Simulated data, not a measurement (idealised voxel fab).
Title: Process Module voxel released beams
We display cut, a cross-section 160 nm in width whose square cells are each 5 nm.
Cross-section spec: square-cell grid; bands listed top down; each band is one or more rows. Band entry format. Leading values: height of top, height of bottom, nm. Remainder: materials in left-to-right order, each with its width in nm. Special words: "edge to edge" on a single material, which then fills the band edge to edge; "air", empty space. Zero point of the height axis is 0; under it, received wafer = one material. Lowest band: continues down indefinitely, "0 and below". Width "30->40": first value at the band's top row of cells, second value at its bottom row, equal change from row to row. Step note "remained unchanged" = no cross-section cell changed. "Closed void listing": empty spaces of 8 cells or more with no open way to the top, each given as width x height at distance, distance from the left edge, all in nm. Step line, after settings: the simulator's comment on this step. Each step line may optionally specify "overlay nm", which for a step with a mask gives the rightward distance between the mask's planned place and where it lay, a negative value indicating the leftward direction.

### plan
| 1 | RECEIVE [material Si] |
| 2 | CONFORMAL_DEP [material SiN] [thk nm 10] |
| 3 | DIRECTIONAL_DEP [material SiO2] [thk nm 15] |
| 4 | PATTERN [tone open] [mask id ANCHOR] [material resist] [width nm 40] [thk nm 20] [overlay nm 0] |
| 5 | DIRECTIONAL_ETCH [etch materials SiO2] [depth nm 15] |
| 6 | STRIP [etch materials resist] |
| 7 | CONFORMAL_DEP [material TiN] [thk nm 15] |
| 8 | PATTERN [tone cover] [mask id BEAM] [material resist] [width nm 90] [thk nm 15] [overlay nm 0] |
| 9 | DIRECTIONAL_ETCH [etch materials TiN] [depth nm 15] |
| 10 | STRIP [etch materials resist] |
| 11 | STRIP [etch materials SiO2] |

### As-received state of the wafer in cross-section, equivalent to post-step 1
    0 and below: Si edge to edge
    Closed void listing: none

### Here's the cross-section of the first of our two wafers at the end of the module - it ran as planned
    40 down to 25: 30 air / 20 TiN / 10 air / 60 TiN / 40 air
    25 down to 10: 35 air / 40 TiN / 85 air
    10 down to 0: SiN edge to edge
    0 and below: Si edge to edge
    Closed void listing: none

### End of module, second wafer, cross-section. Started like the first, planned like the first, run with one mistake
    55 down to 40: 30 air / 90 TiN / 40 air
    40 down to 25: TiN edge to edge
    25 down to 10: 35 SiO2 / 40 TiN / 85 SiO2
    10 down to 0: SiN edge to edge
    0 and below: Si edge to edge
    Closed void listing: none
Plan not followed: execution of plan step 7 occurred twice
Final difference in cells, second wafer against first, listed per material as more or fewer: SiO2 +72 | TiN +102
